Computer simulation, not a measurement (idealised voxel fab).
The following is a process module called voxel gate over fins.
The figure presents cross-section cut, which has a width of 240 nm and is divided into square cells with an edge length of 5 nm.
Just so we're on the same page, the cross-sections are grids of square cells, and they're listed out in bands top to bottom, each band one or more rows deep. Within each band entry, the heights of the top and of the bottom of the band appear first, in that order and in nm; the materials of the band then follow from left to right, each with its corresponding width in nm. The designation "throughout" on a single material indicates that it fills the band from edge to edge; the designation "air" indicates empty space. Below 0: as-received wafer, all one material; heights counted from there. Lowest band: no bottom, goes on down, written "from 0 down". Per-row width for "30..40": begins at first number (top row of band), ends at second number (bottom row), increment between rows held constant. It should be understood that the words "nothing altered", when stated for a given step, signify that the cross-section underwent no change in any of its cells during that step. In the "Closed-off voids" entry, you get each enclosed empty space of 8 cells or more, one with no open way to the top, written width x height at distance, distance from the left edge, in nm. Step line, after settings: the simulator's comment on this step. For masked steps, "overlay nm" on the step line gives how far right of plan the mask actually lay; a minus sign means it lay to the left. Quick note on how to read the rest: it's all pairs. You get the cross-section before a process step and the one after, but the after one only goes down as far as the lowest band that changed. The step in between, with its settings, sits under the pair. Heads up, the pairs can come from different runs of this module on the same starting wafer, so don't assume a pair picks up from the one above unless its "Prior to processing" entry says it does.

Prior to processing
	from 10 to 5 | 45 nm air; 25 nm TiN; 35 nm air; 25 nm TiN; 35 nm air; 25 nm TiN; 50 nm air
	from 5 to 0 | 45 nm air; 5 nm TiN; 15 nm HfO2; 5 nm TiN; 35 nm air; 5 nm TiN; 15 nm HfO2; 5 nm TiN; 35 nm air; 5 nm TiN; 15 nm HfO2; 5 nm TiN; 50 nm air
	from 0 to -5 | 45 nm air; 5 nm TiN; 5 nm HfO2; 5 nm Si; 5 nm HfO2; 5 nm TiN; 35 nm air; 5 nm TiN; 5 nm HfO2; 5 nm Si; 5 nm HfO2; 5 nm TiN; 35 nm air; 5 nm TiN; 5 nm HfO2; 5 nm Si; 5 nm HfO2; 5 nm TiN; 50 nm air
	from -5 to -10 | 50 nm TiN; 5 nm HfO2; 5 nm Si; 5 nm HfO2; 45 nm TiN; 5 nm HfO2; 5 nm Si; 5 nm HfO2; 45 nm TiN; 5 nm HfO2; 5 nm Si; 5 nm HfO2; 55 nm TiN
	from -10 to -15 | 55 nm HfO2; 5 nm Si; 55 nm HfO2; 5 nm Si; 55 nm HfO2; 5 nm Si; 60 nm HfO2
	from -15 to -20 | 55 nm SiO2; 5 nm Si; 55 nm SiO2; 5 nm Si; 55 nm SiO2; 5 nm Si; 60 nm SiO2
	from -20 to -25 | 55 nm SiO2; 5 nm Si; 30 nm SiO2; 5 nm TiN; 5 nm W; 5 nm TiN; 10 nm SiO2; 5 nm Si; 55 nm SiO2; 5 nm Si; 60 nm SiO2
	from -25 to -30 | 55 nm SiO2; 5 nm Si; 30 nm SiO2; 15 nm TiN; 10 nm SiO2; 5 nm Si; 55 nm SiO2; 5 nm Si; 60 nm SiO2
	from -30 to -40 | 55 nm SiO2; 5 nm Si; 55 nm SiO2; 5 nm Si; 55 nm SiO2; 5 nm Si; 60 nm SiO2
	from -40 down | Si throughout
	Closed-off voids: none

Post-Step Section View
	from 25 to 10 | W throughout
	from 10 to 5 | 45 nm W; 25 nm TiN; 35 nm W; 25 nm TiN; 35 nm W; 25 nm TiN; 50 nm W
	from 5 to 0 | 45 nm W; 5 nm TiN; 15 nm HfO2; 5 nm TiN; 35 nm W; 5 nm TiN; 15 nm HfO2; 5 nm TiN; 35 nm W; 5 nm TiN; 15 nm HfO2; 5 nm TiN; 50 nm W
	from 0 to -5 | 45 nm W; 5 nm TiN; 5 nm HfO2; 5 nm Si; 5 nm HfO2; 5 nm TiN; 35 nm W; 5 nm TiN; 5 nm HfO2; 5 nm Si; 5 nm HfO2; 5 nm TiN; 35 nm W; 5 nm TiN; 5 nm HfO2; 5 nm Si; 5 nm HfO2; 5 nm TiN; 50 nm W
	All layers under -5 are left as they were.
	Closed-off voids: none
Step, before to after (see cross-sections above): FILL_DEP (material W; thk nm 15)

Prior to processing: as in the pair right above, post-step view.

Post-Step Section View
	from 20 to 10 | W throughout
	All layers under 10 are left as they were.
	Closed-off voids: none
Step, before to after (see cross-sections above): CMP (height nm 20)

Prior to processing: as in the pair right above, post-step view.

Post-Step Section View
	from 25 to 20 | SiN throughout
	All layers under 20 are left as they were.
	Closed-off voids: none
Step, before to after (see cross-sections above): CONFORMAL_DEP (material SiN; thk nm 5)

Prior to processing
	from 10 to 5 | 85 nm TiN; 5 nm air; 150 nm TiN
	from 5 to 0 | 50 nm SiO2; 15 nm SiN; 15 nm SiO2; 5 nm TiN; 5 nm air; 5 nm TiN; 15 nm SiO2; 15 nm SiN; 45 nm SiO2; 15 nm SiN; 55 nm SiO2
	from 0 to -25 | 55 nm SiO2; 5 nm Si; 20 nm SiO2; 5 nm TiN; 5 nm air; 5 nm TiN; 20 nm SiO2; 5 nm Si; 55 nm SiO2; 5 nm Si; 60 nm SiO2
	from -25 to -30 | 55 nm SiO2; 5 nm Si; 20 nm SiO2; 15 nm TiN; 20 nm SiO2; 5 nm Si; 55 nm SiO2; 5 nm Si; 60 nm SiO2
	from -30 to -40 | 55 nm SiO2; 5 nm Si; 55 nm SiO2; 5 nm Si; 55 nm SiO2; 5 nm Si; 60 nm SiO2
	from -40 down | Si throughout
	Closed-off voids: none

Post-Step Section View
	from 15 to 10 | Ru throughout
	from 10 to 5 | 85 nm TiN; 5 nm Ru; 150 nm TiN
	from 5 to 0 | 50 nm SiO2; 15 nm SiN; 15 nm SiO2; 5 nm TiN; 5 nm Ru; 5 nm TiN; 15 nm SiO2; 15 nm SiN; 45 nm SiO2; 15 nm SiN; 55 nm SiO2
	from 0 to -25 | 55 nm SiO2; 5 nm Si; 20 nm SiO2; 5 nm TiN; 5 nm Ru; 5 nm TiN; 20 nm SiO2; 5 nm Si; 55 nm SiO2; 5 nm Si; 60 nm SiO2
	All layers under -25 are left as they were.
	Closed-off voids: none
Step, before to after (see cross-sections above): FILL_DEP (material Ru; thk nm 5)

Prior to processing: as in the pair right above, post-step view.

Post-Step Section View
	from 5 to 0 | 50 nm SiO2; 15 nm SiN; 15 nm SiO2; 5 nm TiN; 5 nm Ru; 5 nm TiN; 15 nm SiO2; 15 nm SiN; 45 nm SiO2; 15 nm SiN; 55 nm SiO2
	All layers under 0 are left as they were.
	Closed-off voids: none
Step, before to after (see cross-sections above): CMP (height nm 5)

Prior to processing: as in the pair right above, post-step view.

Post-Step Section View
	from 5 to 0 | 50 nm SiO2; 15 nm SiN; 15 nm SiO2; 15 nm air; 15 nm SiO2; 15 nm SiN; 45 nm SiO2; 15 nm SiN; 55 nm SiO2
	from 0 to -20 | 55 nm SiO2; 5 nm Si; 20 nm SiO2; 15 nm air; 20 nm SiO2; 5 nm Si; 55 nm SiO2; 5 nm Si; 60 nm SiO2
	All layers under -20 are left as they were.
	Closed-off voids: none
Step, before to after (see cross-sections above): SELECTIVE_ETCH (etch materials W Ru TiN; depth nm 25)

Prior to processing: as in the pair right above, post-step view.

Post-Step Section View
	from 10 to 5 | SiO2 throughout
	from 5 to 0 | 50 nm SiO2; 15 nm SiN; 45 nm SiO2; 15 nm SiN; 45 nm SiO2; 15 nm SiN; 55 nm SiO2
	from 0 to -20 | 55 nm SiO2; 5 nm Si; 55 nm SiO2; 5 nm Si; 55 nm SiO2; 5 nm Si; 60 nm SiO2
	All layers under -20 are left as they were.
	Closed-off voids: none
Step, before to after (see cross-sections above): FILL_DEP (material SiO2; thk nm 5)

Prior to processing: as in the pair right above, post-step view.

Post-Step Section View
	from 5 to 0 | 50 nm SiO2; 15 nm SiN; 45 nm SiO2; 15 nm SiN; 45 nm SiO2; 15 nm SiN; 55 nm SiO2
	All layers under 0 are left as they were.
	Closed-off voids: none
Step, before to after (see cross-sections above): CMP (height nm 5)

Prior to processing: as in the pair right above, post-step view.

Post-Step Section View
	from 5 to 0 | 50 nm air; 15 nm SiN; 45 nm air; 15 nm SiN; 45 nm air; 15 nm SiN; 55 nm air
	from 0 to -15 | 55 nm air; 5 nm Si; 55 nm air; 5 nm Si; 55 nm air; 5 nm Si; 60 nm air
	All layers under -15 are left as they were.
	Closed-off voids: none
Step, before to after (see cross-sections above): SELECTIVE_ETCH (etch materials SiO2; depth nm 20)

Prior to processing: as in the pair right above, post-step view.

Post-Step Section View
	from 0 to -15 | 55 nm air; 5 nm Si; 55 nm air; 5 nm Si; 55 nm air; 5 nm Si; 60 nm air
	All layers under -15 are left as they were.
	Closed-off voids: none
Step, before to after (see cross-sections above): STRIP (etch materials SiN)

Prior to processing: as in the pair right above, post-step view.

Post-Step Section View
	from 5 to 0 | 50 nm air; 15 nm HfO2; 45 nm air; 15 nm HfO2; 45 nm air; 15 nm HfO2; 55 nm air
	from 0 to -10 | 50 nm air; 5 nm HfO2; 5 nm Si; 5 nm HfO2; 45 nm air; 5 nm HfO2; 5 nm Si; 5 nm HfO2; 45 nm air; 5 nm HfO2; 5 nm Si; 5 nm HfO2; 55 nm air
	from -10 to -15 | 55 nm HfO2; 5 nm Si; 55 nm HfO2; 5 nm Si; 55 nm HfO2; 5 nm Si; 60 nm HfO2
	All layers under -15 are left as they were.
	Closed-off voids: none
Step, before to after (see cross-sections above): CONFORMAL_DEP (material HfO2; thk nm 5)

Prior to processing: as in the pair right above, post-step view.

Post-Step Section View
	from 10 to 5 | 45 nm air; 25 nm TiN; 35 nm air; 25 nm TiN; 35 nm air; 25 nm TiN; 50 nm air
	from 5 to 0 | 45 nm air; 5 nm TiN; 15 nm HfO2; 5 nm TiN; 35 nm air; 5 nm TiN; 15 nm HfO2; 5 nm TiN; 35 nm air; 5 nm TiN; 15 nm HfO2; 5 nm TiN; 50 nm air
	from 0 to -5 | 45 nm air; 5 nm TiN; 5 nm HfO2; 5 nm Si; 5 nm HfO2; 5 nm TiN; 35 nm air; 5 nm TiN; 5 nm HfO2; 5 nm Si; 5 nm HfO2; 5 nm TiN; 35 nm air; 5 nm TiN; 5 nm HfO2; 5 nm Si; 5 nm HfO2; 5 nm TiN; 50 nm air
	from -5 to -10 | 50 nm TiN; 5 nm HfO2; 5 nm Si; 5 nm HfO2; 45 nm TiN; 5 nm HfO2; 5 nm Si; 5 nm HfO2; 45 nm TiN; 5 nm HfO2; 5 nm Si; 5 nm HfO2; 55 nm TiN
	All layers under -10 are left as they were.
	Closed-off voids: none
Step, before to after (see cross-sections above): CONFORMAL_DEP (material TiN; thk nm 5)

Prior to processing: as in the pair right above, post-step view.

Post-Step Section View
	from 25 to 10 | W throughout
	from 10 to 5 | 45 nm W; 25 nm TiN; 35 nm W; 25 nm TiN; 35 nm W; 25 nm TiN; 50 nm W
	from 5 to 0 | 45 nm W; 5 nm TiN; 15 nm HfO2; 5 nm TiN; 35 nm W; 5 nm TiN; 15 nm HfO2; 5 nm TiN; 35 nm W; 5 nm TiN; 15 nm HfO2; 5 nm TiN; 50 nm W
	from 0 to -5 | 45 nm W; 5 nm TiN; 5 nm HfO2; 5 nm Si; 5 nm HfO2; 5 nm TiN; 35 nm W; 5 nm TiN; 5 nm HfO2; 5 nm Si; 5 nm HfO2; 5 nm TiN; 35 nm W; 5 nm TiN; 5 nm HfO2; 5 nm Si; 5 nm HfO2; 5 nm TiN; 50 nm W
	All layers under -5 are left as they were.
	Closed-off voids: none
Step, before to after (see cross-sections above): FILL_DEP (material W; thk nm 15)

Prior to processing: as in the pair right above, post-step view.

Post-Step Section View
	from 20 to 10 | W throughout
	All layers under 10 are left as they were.
	Closed-off voids: none
Step, before to after (see cross-sections above): CMP (height nm 20)

Prior to processing: as in the pair right above, post-step view.

Post-Step Section View
	from 25 to 20 | SiN throughout
	All layers under 20 are left as they were.
	Closed-off voids: none
Step, before to after (see cross-sections above): CONFORMAL_DEP (material SiN; thk nm 5)

Prior to processing
	from 5 to 0 | SiN throughout
	from 0 down | Si throughout
	Closed-off voids: none

Post-Step Section View
	from 20 to 5 | 50 nm resist; 15 nm air; 45 nm resist; 15 nm air; 45 nm resist; 15 nm air; 55 nm resist
	All layers under 5 are left as they were.
	Closed-off voids: none
Step, before to after (see cross-sections above): PATTERN (tone open; mask id FINS; material resist; width nm 15; pitch nm 60; thk nm 15; overlay nm 0)

Prior to processing: as in the pair right above, post-step view.

Post-Step Section View
	from 20 to 5 | 50 nm resist; 15 nm air; 45 nm resist; 15 nm air; 45 nm resist; 15 nm air; 55 nm resist
	from 5 to 0 | 50 nm SiN; 15 nm air; 45 nm SiN; 15 nm air; 45 nm SiN; 15 nm air; 55 nm SiN
	All layers under 0 are left as they were.
	Closed-off voids: none
Step, before to after (see cross-sections above): DIRECTIONAL_ETCH (etch materials SiN; depth nm 5)

Prior to processing: as in the pair right above, post-step view.

Post-Step Section View
	from 20 to 5 | 50 nm resist; 15 nm air; 45 nm resist; 15 nm air; 45 nm resist; 15 nm air; 55 nm resist
	from 5 to 0 | 50 nm SiN; 15 nm air; 45 nm SiN; 15 nm air; 45 nm SiN; 15 nm air; 55 nm SiN
	from 0 to -35 | 50 nm Si; 15 nm air; 45 nm Si; 15 nm air; 45 nm Si; 15 nm air; 55 nm Si
	All layers under -35 are left as they were.
	Closed-off voids: none
Step, before to after (see cross-sections above): DIRECTIONAL_ETCH (etch materials Si; depth nm 35)

Prior to processing: as in the pair right above, post-step view.

Post-Step Section View
	from 5 to 0 | 50 nm SiN; 15 nm air; 45 nm SiN; 15 nm air; 45 nm SiN; 15 nm air; 55 nm SiN
	All layers under 0 are left as they were.
	Closed-off voids: none
Step, before to after (see cross-sections above): STRIP (etch materials resist)

Prior to processing: as in the pair right above, post-step view.

Post-Step Section View
	from 5 to 0 | 50 nm SiN; 15 nm air; 45 nm SiN; 15 nm air; 45 nm SiN; 15 nm air; 55 nm SiN
	from 0 to -35 | 45 nm Si; 5 nm SiO2; 15 nm air; 5 nm SiO2; 35 nm Si; 5 nm SiO2; 15 nm air; 5 nm SiO2; 35 nm Si; 5 nm SiO2; 15 nm air; 5 nm SiO2; 50 nm Si
	from -35 to -40 | 45 nm Si; 25 nm SiO2; 35 nm Si; 25 nm SiO2; 35 nm Si; 25 nm SiO2; 50 nm Si
	All layers under -40 are left as they were.
	Closed-off voids: none
Step, before to after (see cross-sections above): OXIDIZE (depth nm 5)

Prior to processing: as in the pair right above, post-step view.

Post-Step Section View
	from 10 to 5 | SiO2 throughout
	from 5 to 0 | 50 nm SiN; 15 nm SiO2; 45 nm SiN; 15 nm SiO2; 45 nm SiN; 15 nm SiO2; 55 nm SiN
	from 0 to -40 | 45 nm Si; 25 nm SiO2; 35 nm Si; 25 nm SiO2; 35 nm Si; 25 nm SiO2; 50 nm Si
	All layers under -40 are left as they were.
	Closed-off voids: none
Step, before to after (see cross-sections above): FILL_DEP (material SiO2; thk nm 5)

Prior to processing: as in the pair right above, post-step view.

Post-Step Section View
	from 5 to 0 | 50 nm SiN; 15 nm SiO2; 45 nm SiN; 15 nm SiO2; 45 nm SiN; 15 nm SiO2; 55 nm SiN
	All layers under 0 are left as they were.
	Closed-off voids: none
Step, before to after (see cross-sections above): CMP (height nm 5)

Prior to processing: as in the pair right above, post-step view.

Post-Step Section View
	from 10 to 5 | TiN throughout
	All layers under 5 are left as they were.
	Closed-off voids: none
Step, before to after (see cross-sections above): CONFORMAL_DEP (material TiN; thk nm 5)

Prior to processing: as in the pair right above, post-step view.

Post-Step Section View
	from 15 to 10 | W throughout
	All layers under 10 are left as they were.
	Closed-off voids: none
Step, before to after (see cross-sections above): FILL_DEP (material W; thk nm 5)

Prior to processing: as in the pair right above, post-step view.

Post-Step Section View
	from 5 to 0 | 50 nm SiN; 15 nm SiO2; 45 nm SiN; 15 nm SiO2; 45 nm SiN; 15 nm SiO2; 55 nm SiN
	All layers under 0 are left as they were.
	Closed-off voids: none
Step, before to after (see cross-sections above): CMP (height nm 5)

Prior to processing: as in the pair right above, post-step view.

Post-Step Section View
	from 10 to 5 | SiO2 throughout
	All layers under 5 are left as they were.
	Closed-off voids: none
Step, before to after (see cross-sections above): FILL_DEP (material SiO2; thk nm 5)

Prior to processing
	from 5 to 0 | 50 nm SiN; 15 nm SiO2; 45 nm SiN; 15 nm SiO2; 45 nm SiN; 15 nm SiO2; 55 nm SiN
	from 0 to -40 | 45 nm Si; 25 nm SiO2; 35 nm Si; 25 nm SiO2; 35 nm Si; 25 nm SiO2; 50 nm Si
	from -40 down | Si throughout
	Closed-off voids: none

Post-Step Section View
	from 5 to 0 | 50 nm SiN; 15 nm air; 45 nm SiN; 15 nm air; 45 nm SiN; 15 nm air; 55 nm SiN
	from 0 to -15 | 45 nm Si; 25 nm air; 35 nm Si; 25 nm air; 35 nm Si; 25 nm air; 50 nm Si
	All layers under -15 are left as they were.
	Closed-off voids: none
Step, before to after (see cross-sections above): SELECTIVE_ETCH (etch materials SiO2; depth nm 20)

Prior to processing: as in the pair right above, post-step view.

Post-Step Section View
	from 0 to -15 | 45 nm Si; 25 nm air; 35 nm Si; 25 nm air; 35 nm Si; 25 nm air; 50 nm Si
	All layers under -15 are left as they were.
	Closed-off voids: none
Step, before to after (see cross-sections above): STRIP (etch materials SiN)

Prior to processing: as in the pair right above, post-step view.

Post-Step Section View
	from 5 to 0 | 50 nm HfO2; 15 nm air; 45 nm HfO2; 15 nm air; 45 nm HfO2; 15 nm air; 55 nm HfO2
	from 0 to -10 | 45 nm Si; 5 nm HfO2; 15 nm air; 5 nm HfO2; 35 nm Si; 5 nm HfO2; 15 nm air; 5 nm HfO2; 35 nm Si; 5 nm HfO2; 15 nm air; 5 nm HfO2; 50 nm Si
	from -10 to -15 | 45 nm Si; 25 nm HfO2; 35 nm Si; 25 nm HfO2; 35 nm Si; 25 nm HfO2; 50 nm Si
	All layers under -15 are left as they were.
	Closed-off voids: none
Step, before to after (see cross-sections above): CONFORMAL_DEP (material HfO2; thk nm 5)

Prior to processing: as in the pair right above, post-step view.

Post-Step Section View
	from 10 to 5 | 55 nm TiN; 5 nm air; 55 nm TiN; 5 nm air; 55 nm TiN; 5 nm air; 60 nm TiN
	from 5 to 0 | 50 nm HfO2; 5 nm TiN; 5 nm air; 5 nm TiN; 45 nm HfO2; 5 nm TiN; 5 nm air; 5 nm TiN; 45 nm HfO2; 5 nm TiN; 5 nm air; 5 nm TiN; 55 nm HfO2
	from 0 to -5 | 45 nm Si; 5 nm HfO2; 5 nm TiN; 5 nm air; 5 nm TiN; 5 nm HfO2; 35 nm Si; 5 nm HfO2; 5 nm TiN; 5 nm air; 5 nm TiN; 5 nm HfO2; 35 nm Si; 5 nm HfO2; 5 nm TiN; 5 nm air; 5 nm TiN; 5 nm HfO2; 50 nm Si
	from -5 to -10 | 45 nm Si; 5 nm HfO2; 15 nm TiN; 5 nm HfO2; 35 nm Si; 5 nm HfO2; 15 nm TiN; 5 nm HfO2; 35 nm Si; 5 nm HfO2; 15 nm TiN; 5 nm HfO2; 50 nm Si
	All layers under -10 are left as they were.
	Closed-off voids: none
Step, before to after (see cross-sections above): CONFORMAL_DEP (material TiN; thk nm 5)

Prior to processing: as in the pair right above, post-step view.

Post-Step Section View
	from 25 to 10 | W throughout
	from 10 to 5 | 55 nm TiN; 5 nm W; 55 nm TiN; 5 nm W; 55 nm TiN; 5 nm W; 60 nm TiN
	from 5 to 0 | 50 nm HfO2; 5 nm TiN; 5 nm W; 5 nm TiN; 45 nm HfO2; 5 nm TiN; 5 nm W; 5 nm TiN; 45 nm HfO2; 5 nm TiN; 5 nm W; 5 nm TiN; 55 nm HfO2
	from 0 to -5 | 45 nm Si; 5 nm HfO2; 5 nm TiN; 5 nm W; 5 nm TiN; 5 nm HfO2; 35 nm Si; 5 nm HfO2; 5 nm TiN; 5 nm W; 5 nm TiN; 5 nm HfO2; 35 nm Si; 5 nm HfO2; 5 nm TiN; 5 nm W; 5 nm TiN; 5 nm HfO2; 50 nm Si
	All layers under -5 are left as they were.
	Closed-off voids: none
Step, before to after (see cross-sections above): FILL_DEP (material W; thk nm 15)

Prior to processing: as in the pair right above, post-step view.

Post-Step Section View
	from 20 to 10 | W throughout
	All layers under 10 are left as they were.
	Closed-off voids: none
Step, before to after (see cross-sections above): CMP (height nm 20)

Prior to processing: as in the pair right above, post-step view.

Post-Step Section View
	from 25 to 20 | SiN throughout
	All layers under 20 are left as they were.
	Closed-off voids: none
Step, before to after (see cross-sections above): CONFORMAL_DEP (material SiN; thk nm 5)
